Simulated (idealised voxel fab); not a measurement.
process module | voxel released beams
cross-section cut | 265 nm wide | cells 5 nm
A cross-section is a grid of square cells, given in bands from the top down. A band is one or more rows of cells.
Each band's line starts with the height of the band's top and of its bottom, in nm. Then come its materials from left to right, each with its width in nm. One material with "throughout" fills the band from edge to edge. "air" is empty space.
Height 0 is the level under which the wafer as received is all one material. The lowest band goes on downwards, as in "0 down".
A width such as "30 to 40" changes by the same amount from each row of cells to the next, from the band's top row to its bottom row.
"no change" after a step means that no cell of the cross-section changed.
closed voids: empty space of 8 cells or more with no open way to the top, each as width x height at its distance from the left edge, in nm
after a step's settings: what the simulator itself notes on the step
overlay nm, on a step with a mask: how far to the right of its planned place the mask lay; to the left if negative
plan
1 op RECEIVE | material Si
2 op CONFORMAL_DEP | material SiN | thk nm 10
3 op DIRECTIONAL_DEP | material SiO2 | thk nm 15
4 op PATTERN | tone open | mask id ANCHOR | material resist | width nm 40 | thk nm 15 | overlay nm 0
5 op DIRECTIONAL_ETCH | etch materials SiO2 | depth nm 15
6 op STRIP | etch materials resist
7 op CONFORMAL_DEP | material W | thk nm 15
8 op DIRECTIONAL_DEP | material aC | thk nm 10
9 op PATTERN | tone cover | mask id BEAM | material resist | width nm 90 | thk nm 30 | overlay nm 0
10 op DIRECTIONAL_ETCH | etch materials aC | depth nm 10
11 op STRIP | etch materials resist
12 op DIRECTIONAL_ETCH | etch materials W | depth nm 15
13 op STRIP | etch materials aC
14 op STRIP | etch materials SiO2
as received, after step 1
  0 down: Si throughout
  closed voids: none
first wafer at the end, as planned
  40 to 25: air 85 | W 20 | air 10 | W 60 | air 90
  25 to 10: air 90 | W 40 | air 135
  10 to 0: SiN throughout
  0 down: Si throughout
  closed voids: none
second wafer at the end: like start, like plan, one mistake
  55 to 40: air 85 | W 90 | air 90
  40 to 25: W throughout
  25 to 10: SiO2 90 | W 40 | SiO2 135
  10 to 0: SiN throughout
  0 down: Si throughout
  closed voids: none
what went wrong: step 7 was run twice
at the end the second wafer has, in cells: 135 more of SiO2 | 165 more of W
